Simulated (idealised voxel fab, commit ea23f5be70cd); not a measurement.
process module | voxel self aligned vias
cross-section cut | 200 nm wide | cells 5 nm
A cross-section is a grid of square cells, given in bands from the top down. A band is one or more rows of cells.
Each band's line starts with the height of the band's top and of its bottom, in nm. Then come its materials from left to right, each with its width in nm. One material with "throughout" fills the band from edge to edge. "air" is empty space.
Height 0 is the level under which the wafer as received is all one material. The lowest band goes on downwards, as in "0 down".
A width such as "30 to 40" changes by the same amount from each row of cells to the next, from the band's top row to its bottom row.
"no change" after a step means that no cell of the cross-section changed.
closed voids: empty space of 8 cells or more with no open way to the top, each as width x height at its distance from the left edge, in nm
after a step's settings: what the simulator itself notes on the step
overlay nm, on a step with a mask: how far to the right of its planned place the mask lay; to the left if negative
Each pair below shows a cross-section before one step and the cross-section after it, down to the lowest band that changed. The line under each pair gives the step between them, with its settings. The pairs can come from different runs of this module on the same starting wafer, so a pair continues from the pair above only where its "before" says so.
before
  55 to 45: SiO2 45 | TiN 5 | Cu 30 | TiN 5 | SiO2 115
  45 to 40: SiO2 45 | TiN 40 | SiO2 115
  40 to 35: SiO2 55 | TiN 5 | aC 10 | TiN 5 | SiO2 50 | SiN 5 | aC 10 | SiN 5 | SiO2 55
  35 to 25: SiO2 55 | TiN 5 | aC 10 | TiN 5 | SiO2 50 | TiN 5 | aC 10 | TiN 5 | SiO2 55
  25 to 20: SiO2 55 | TiN 20 | SiO2 50 | TiN 20 | SiO2 55
  20 to 15: SiCN throughout
  15 to 0: SiO2 throughout
  0 down: Si throughout
  closed voids: none
after
  60 to 55: SiCN throughout
  below 55: unchanged
  closed voids: none
the step between: op CONFORMAL_DEP | material SiCN | thk nm 5
before
  50 to 40: aC throughout
  40 to 20: SiO2 throughout
  20 to 15: SiCN throughout
  15 to 0: SiO2 throughout
  0 down: Si throughout
  closed voids: none
after
  75 to 50: air 55 | resist 20 | air 50 | resist 20 | air 55
  below 50: unchanged
  closed voids: none
the step between: op PATTERN | tone cover | mask id LINES | material resist | width nm 20 | pitch nm 70 | thk nm 25 | overlay nm 0
before: the cross-section after the pair above
after
  65 to 50: air 55 | resist 20 | air 50 | resist 20 | air 55
  50 to 40: air 55 | aC 20 | air 50 | aC 20 | air 55
  below 40: unchanged
  closed voids: none
the step between: op DIRECTIONAL_ETCH | etch materials aC | depth nm 10
before: the cross-section after the pair above
after
  50 to 40: air 55 | aC 20 | air 50 | aC 20 | air 55
  below 40: unchanged
  closed voids: none
the step between: op STRIP | etch materials resist
before: the cross-section after the pair above
after
  50 to 40: air 55 | aC 20 | air 50 | aC 20 | air 55
  40 to 20: air 55 | SiO2 20 | air 50 | SiO2 20 | air 55
  below 20: unchanged
  closed voids: none
the step between: op DIRECTIONAL_ETCH | etch materials SiO2 | depth nm 20
before: the cross-section after the pair above
after
  40 to 20: air 55 | SiO2 20 | air 50 | SiO2 20 | air 55
  below 20: unchanged
  closed voids: none
the step between: op STRIP | etch materials aC
before: the cross-section after the pair above
after
  45 to 40: air 50 | TiN 30 | air 40 | TiN 30 | air 50
  40 to 25: air 50 | TiN 5 | SiO2 20 | TiN 5 | air 40 | TiN 5 | SiO2 20 | TiN 5 | air 50
  25 to 20: TiN 55 | SiO2 20 | TiN 50 | SiO2 20 | TiN 55
  below 20: unchanged
  closed voids: none
the step between: op CONFORMAL_DEP | material TiN | thk nm 5
before: the cross-section after the pair above
after
  55 to 45: Ru throughout
  45 to 40: Ru 50 | TiN 30 | Ru 40 | TiN 30 | Ru 50
  40 to 25: Ru 50 | TiN 5 | SiO2 20 | TiN 5 | Ru 40 | TiN 5 | SiO2 20 | TiN 5 | Ru 50
  below 25: unchanged
  closed voids: none
the step between: op FILL_DEP | material Ru | thk nm 10
before: the cross-section after the pair above
after
  40 to 25: Ru 50 | TiN 5 | SiO2 20 | TiN 5 | Ru 40 | TiN 5 | SiO2 20 | TiN 5 | Ru 50
  below 25: unchanged
  closed voids: none
the step between: op CMP | height nm 40
before: the cross-section after the pair above
after
  40 to 35: air 55 | SiO2 20 | air 50 | SiO2 20 | air 55
  below 35: unchanged
  closed voids: none
the step between: op SELECTIVE_ETCH | etch materials W Ru TiN | depth nm 5
before: the cross-section after the pair above
after
  50 to 40: SiN throughout
  40 to 35: SiN 55 | SiO2 20 | SiN 50 | SiO2 20 | SiN 55
  below 35: unchanged
  closed voids: none
the step between: op FILL_DEP | material SiN | thk nm 10
before: the cross-section after the pair above
after
  40 to 35: SiN 55 | SiO2 20 | SiN 50 | SiO2 20 | SiN 55
  below 35: unchanged
  closed voids: none
the step between: op CMP | height nm 40
before: the cross-section after the pair above
after
  55 to 40: SiO2 throughout
  below 40: unchanged
  closed voids: none
the step between: op DIRECTIONAL_DEP | material SiO2 | thk nm 15
before: the cross-section after the pair above
after
  55 to 40: SiO2 45 | air 40 | SiO2 115
  below 40: unchanged
  closed voids: none
the step between: op MASKED_ETCH | tone open | mask id VIAS | width nm 40 | etch materials SiO2 | depth nm 15 | overlay nm 0
before: the cross-section after the pair above
after
  55 to 40: SiO2 45 | air 40 | SiO2 115
  40 to 35: SiN 45 | air 10 | SiO2 20 | air 10 | SiN 40 | SiO2 20 | SiN 55
  below 35: unchanged
  closed voids: none
the step between: op MASKED_ETCH | tone open | mask id VIAS | width nm 40 | etch materials SiN | depth nm 5 | overlay nm 0
before: the cross-section after the pair above
after
  60 to 55: TiN 50 | air 30 | TiN 120
  55 to 45: SiO2 45 | TiN 5 | air 30 | TiN 5 | SiO2 115
  45 to 40: SiO2 45 | TiN 40 | SiO2 115
  40 to 35: SiN 45 | TiN 10 | SiO2 20 | TiN 10 | SiN 40 | SiO2 20 | SiN 55
  below 35: unchanged
  closed voids: none
the step between: op CONFORMAL_DEP | material TiN | thk nm 5
before: the cross-section after the pair above
after
  70 to 60: Cu throughout
  60 to 55: TiN 50 | Cu 30 | TiN 120
  55 to 45: SiO2 45 | TiN 5 | Cu 30 | TiN 5 | SiO2 115
  below 45: unchanged
  closed voids: none
the step between: op FILL_DEP | material Cu | thk nm 10
before: the cross-section after the pair above
after
  55 to 45: SiO2 45 | TiN 5 | Cu 30 | TiN 5 | SiO2 115
  below 45: unchanged
  closed voids: none
the step between: op CMP | height nm 55
before: the cross-section after the pair above
after
  60 to 55: SiCN throughout
  below 55: unchanged
  closed voids: none
the step between: op CONFORMAL_DEP | material SiCN | thk nm 5
